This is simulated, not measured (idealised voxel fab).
The following is a process module called voxel lift off.
The width of the displayed cross-section, cut, is 220 nm; its cells are square, with a size of 5 nm.
A cross-section in this document is a grid of square cells, and it is written down as bands, the top band listed before the ones below it; a band is made up of one or more rows of cells.
The band entry comprises the height of the band's top followed by the height of its bottom, expressed in nm, and subsequently the band's materials from left to right, each stated together with its width in nm. Where a single material is marked with the word "all across", that material fills the band from edge to edge. The word "blank" represents empty space.
Ref level 0: as-received wafer is one material below here. Bottom band extends down with no lower bound ("0..down").
Width spec "30->40" -> top row of cells at first value, bottom row at second value, equal per-row change in between.
Given "no change occurred" for a step, no cell of the cross-section differs between before and after that step.
Each empty space that has no open way to the top and spans at least 8 cells appears under "Enclosed empty spaces" as width x height at distance, the distance counted from the left edge, all in nm.
On a step's line, text after the settings is the simulator commenting on that step.
The setting "overlay nm" may be written on the line of a step. When the step uses a mask, the value reports how far to the right of the planned place the mask lay, and a negative value reports that it lay to the left.

## Steps in the process plan
1,RECEIVE: material Si
2,CONFORMAL_DEP: material SiN, thk nm 15
3,PATTERN: tone open, mask id LINES, material resist, width nm 25, pitch nm 40, thk nm 20, overlay nm 0
4,DIRECTIONAL_DEP: material Ru, thk nm 5
5,STRIP: etch materials resist
6,CONFORMAL_DEP: material SiN, thk nm 5

## First wafer, two in total, run as planned

## Cross-section of the wafer at receipt, which is the condition after step 1
> 0..down: Si all across
> Enclosed empty spaces: none

## Step 2 complete: cross-section through the wafer
> 15..0: SiN all across
> Unchanged below 0.

## Step 3 complete: cross-section through the wafer
> 35..15: resist: 55 | blank: 25 | resist: 15 | blank: 25 | resist: 15 | blank: 25 | resist: 60
> Unchanged below 15.

## Step 4 complete: cross-section through the wafer
> 40..35: Ru: 55 | blank: 25 | Ru: 15 | blank: 25 | Ru: 15 | blank: 25 | Ru: 60
> 35..20: resist: 55 | blank: 25 | resist: 15 | blank: 25 | resist: 15 | blank: 25 | resist: 60
> 20..15: resist: 55 | Ru: 25 | resist: 15 | Ru: 25 | resist: 15 | Ru: 25 | resist: 60
> Unchanged below 15.

## Step 5 complete: cross-section through the wafer
> 20..15: blank: 55 | Ru: 25 | blank: 15 | Ru: 25 | blank: 15 | Ru: 25 | blank: 60
> Unchanged below 15.

## Step 6 complete: cross-section through the wafer
> 25..20: blank: 50 | SiN: 35 | blank: 5 | SiN: 35 | blank: 5 | SiN: 35 | blank: 55
> 20..15: SiN: 55 | Ru: 25 | SiN: 15 | Ru: 25 | SiN: 15 | Ru: 25 | SiN: 60
> Unchanged below 15.

## Wafer two. Identical start, identical plan. One mistake in execution. Identical history through step 2

## Cross-sectional view of the second wafer at the intended end time of process step 3
> 35..15: blank: 55 | resist: 25 | blank: 15 | resist: 25 | blank: 15 | resist: 25 | blank: 60
> Unchanged below 15.

## Cross-sectional view of the second wafer at the intended end time of process step 4
> 40..35: blank: 55 | Ru: 25 | blank: 15 | Ru: 25 | blank: 15 | Ru: 25 | blank: 60
> 35..20: blank: 55 | resist: 25 | blank: 15 | resist: 25 | blank: 15 | resist: 25 | blank: 60
> 20..15: Ru: 55 | resist: 25 | Ru: 15 | resist: 25 | Ru: 15 | resist: 25 | Ru: 60
> Unchanged below 15.

## Cross-sectional view of the second wafer at the intended end time of process step 5
> 20..15: Ru: 55 | blank: 25 | Ru: 15 | blank: 25 | Ru: 15 | blank: 25 | Ru: 60
> Unchanged below 15.

## Cross-sectional view of the second wafer at the intended end time of process step 6
> 25..20: SiN: 60 | blank: 15 | SiN: 25 | blank: 15 | SiN: 25 | blank: 15 | SiN: 65
> 20..15: Ru: 55 | SiN: 25 | Ru: 15 | SiN: 25 | Ru: 15 | SiN: 25 | Ru: 60
> Unchanged below 15.
Heads up, the wafer didn't run the way we planned it: it should be noted that step 3 was executed with settings other than those planned, the operation and settings actually applied being PATTERN: tone cover, mask id LINES, material resist, width nm 25, pitch nm 40, thk nm 20, overlay nm 0
Final cells, second wafer relative to first, materials higher or lower: Ru: 14 more
